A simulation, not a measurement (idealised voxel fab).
process module | voxel tone inversion
cross-section cut | 155 nm wide | cells 5 nm
A cross-section is a grid of square cells, given in bands from the top down. A band is one or more rows of cells.
Each band's line starts with the height of the band's top and of its bottom, in nm. Then come its materials from left to right, each with its width in nm. One material with "throughout" fills the band from edge to edge. "air" is empty space.
Height 0 is the level under which the wafer as received is all one material. The lowest band goes on downwards, as in "0 down".
A width such as "30 to 40" changes by the same amount from each row of cells to the next, from the band's top row to its bottom row.
"no change" after a step means that no cell of the cross-section changed.
closed voids: empty space of 8 cells or more with no open way to the top, each as width x height at its distance from the left edge, in nm
after a step's settings: what the simulator itself notes on the step
overlay nm, on a step with a mask: how far to the right of its planned place the mask lay; to the left if negative
plan
1 op RECEIVE | material Si
2 op CONFORMAL_DEP | material SiN | thk nm 5
3 op DIRECTIONAL_DEP | material polySi | thk nm 15
4 op PATTERN | tone cover | mask id POSTS | material resist | width nm 25 | pitch nm 55 | thk nm 20 | overlay nm 0
5 op DIRECTIONAL_ETCH | etch materials polySi | depth nm 15
6 op STRIP | etch materials resist
7 op FILL_DEP | material lowk | thk nm 5
8 op CMP | height nm 20
9 op STRIP | etch materials polySi
10 op CONFORMAL_DEP | material TiN | thk nm 5
11 op FILL_DEP | material Ru | thk nm 10
12 op CMP | height nm 20
13 op CONFORMAL_DEP | material SiN | thk nm 5
as received, after step 1
  0 down: Si throughout
  closed voids: none
first wafer at the end, as planned
  25 to 20: SiN throughout
  20 to 10: lowk 35 | TiN 5 | Ru 15 | TiN 5 | lowk 30 | TiN 5 | Ru 15 | TiN 5 | lowk 40
  10 to 5: lowk 35 | TiN 25 | lowk 30 | TiN 25 | lowk 40
  5 to 0: SiN throughout
  0 down: Si throughout
  closed voids: none
second wafer at the end: like start, like plan, one mistake
  25 to 20: SiN throughout
  20 to 15: lowk throughout
  15 to 0: lowk 35 | polySi 25 | lowk 30 | polySi 25 | lowk 40
  0 down: Si throughout
  closed voids: none
what went wrong: step 2 was left out
at the end the second wafer has, in cells: 12 fewer of Ru | 31 fewer of SiN | 18 fewer of TiN | 31 more of lowk | 30 more of polySi
